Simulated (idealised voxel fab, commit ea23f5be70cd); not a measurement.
You're looking at the process module voxel double patterning.
Section cut is 190 nm wide and gridded with 5 nm square cells.
This document writes a cross-section as a grid whose cells are square, and gives it as bands, listed from the top down; one or more rows of cells form a band. Per band: top height and bottom height in nm, followed by the left-to-right materials and their widths in nm; "throughout" marks a single material spanning edge to edge, "air" marks empty space. Convention: height 0 is the level below which the wafer, as received, is all one material. The lowest band does not terminate at the bottom but continues downward, represented as "from 0 down". Note: "30 to 40" means the width goes from the first number (top row of the band) to the second number (bottom row) in equal steps per row of cells. For the purposes of this document, the phrase "everything unchanged" attached to a step denotes that no cell within the cross-section was modified by that step. You'll see "Cavities, sealed" listing empty spaces that have no way open to the top, as long as they're 8 cells or more; the notation is width x height at distance, where the distance is from the left edge, and all of it is in nm. Read whatever lies past the settings on a step's line as the simulator's own remark about the step. When a step includes a mask, the "overlay nm" setting on its line states how far to the right of its planned place that mask lay, and negative values state how far to the left.

### This section lists the process steps that were planned
1 RECEIVE with material Si
2 CONFORMAL_DEP with material SiO2, thk nm 5
3 DIRECTIONAL_DEP with material polySi, thk nm 10
4 DIRECTIONAL_DEP with material SiCN, thk nm 5
5 DIRECTIONAL_DEP with material aC, thk nm 5
6 PATTERN with tone open, mask id FIRST, material resist, width nm 15, pitch nm 50, thk nm 35, overlay nm 0
7 DIRECTIONAL_ETCH with etch materials aC, depth nm 15
8 STRIP with etch materials resist
9 DIRECTIONAL_ETCH with etch materials SiCN, depth nm 5
10 STRIP with etch materials aC
11 MASKED_ETCH with tone open, mask id SECOND, width nm 15, pitch nm 50, etch materials SiCN, depth nm 5, overlay nm 0
12 DIRECTIONAL_ETCH with etch materials polySi, depth nm 10
13 STRIP with etch materials SiCN
Quick note for whoever runs this: the wafers start identical, but the thk nm at step 5 isn't the same across them. The plan just shows what the first wafer had.

### Incoming state of the first of several wafers in cross-section: after step 1
- from 0 down | Si throughout
- Cavities, sealed: none

### So in this table every wafer gets its own row, and what you see is where it stands at the end of the module: for each material, how many cells it picked up (+) or gave up (-) since we received it, and after that its closed voids
thk nm 5 | +38 SiO2 | +46 polySi | Cavities, sealed: none
thk nm 10 | +38 SiO2 | +46 polySi | Cavities, sealed: none
thk nm 15 | +38 SiO2 | +46 polySi | Cavities, sealed: none
thk nm 20 | +38 SiO2 | +64 polySi | Cavities, sealed: none
thk nm 25 | +38 SiO2 | +64 polySi | Cavities, sealed: none
thk nm 30 | +38 SiO2 | +64 polySi | Cavities, sealed: none
